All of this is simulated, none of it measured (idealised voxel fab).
Module name: voxel spacer lines (process module)
Xsec cut, 225 nm wide, square cell size 5 nm.
We lay out every cross-section as a grid of square cells and spell it out in bands from the top down, where one band means one or more rows of cells. Band: top and bottom heights (nm) first, top before bottom; then materials from left to right, widths in nm. "edge to edge" marks a sole material filling the band edge to edge. "empty" denotes empty space. Zero point of the height axis is 0; under it, received wafer = one material. Lowest band: continues down indefinitely, "0 down". Think of "30..40" as a width that walks from the first number to the second as you go down the band, top row to bottom row, taking equal-sized steps from row to row. The cross-section has no changed cell in any step marked "nothing was modified". Voids not open to the top, 8 cells minimum: see "Enclosed cavity list". Written width x height at distance; distance is from the left edge; nm. Past the settings on a step's line: simulator remark, on that step. Each step line may optionally specify "overlay nm", which for a step with a mask gives the rightward distance between the mask's planned place and where it lay, a negative value indicating the leftward direction.
# Here's what the planned process steps look like
1: RECEIVE [material Si]
2: CONFORMAL_DEP [material Al2O3] [thk nm 5]
3: DIRECTIONAL_DEP [material polySi] [thk nm 20]
4: DIRECTIONAL_DEP [material aC] [thk nm 20]
5: PATTERN [tone cover] [mask id MANDREL] [material resist] [width nm 20] [pitch nm 70] [thk nm 25] [overlay nm 0]
6: DIRECTIONAL_ETCH [etch materials aC] [depth nm 20]
7: STRIP [etch materials resist]
8: CONFORMAL_DEP [material SiN] [thk nm 15]
9: DIRECTIONAL_ETCH [etch materials SiN] [depth nm 15]
10: STRIP [etch materials aC]
11: DIRECTIONAL_ETCH [etch materials polySi] [depth nm 20]
12: STRIP [etch materials SiN]
# Cross-section of the wafer as it came to us, i.e., already through step 1
  0 down | Si edge to edge
  Enclosed cavity list: none
# Post-module cross-section of the first of two wafers (run per plan)
  25 to 5 | empty 15 | polySi 15 | empty 20 | polySi 15 | empty 20 | polySi 15 | empty 20 | polySi 15 | empty 20 | polySi 15 | empty 20 | polySi 15 | empty 20
  5 to 0 | Al2O3 edge to edge
  0 down | Si edge to edge
  Enclosed cavity list: none
# Second wafer of the two, sectioned at the end of the module. It began like the first and followed the same plan, but one mistake was made while running it
  15 to 5 | empty 15 | polySi 15 | empty 20 | polySi 15 | empty 20 | polySi 15 | empty 20 | polySi 15 | empty 20 | polySi 15 | empty 20 | polySi 15 | empty 20
  5 to 0 | Al2O3 edge to edge
  0 down | Si edge to edge
  Enclosed cavity list: none
what went wrong: planned and actual differ for step 3; actual: DIRECTIONAL_DEP [material polySi] [thk nm 10]
at the end the second wafer has, in cells: polySi: 36 fewer
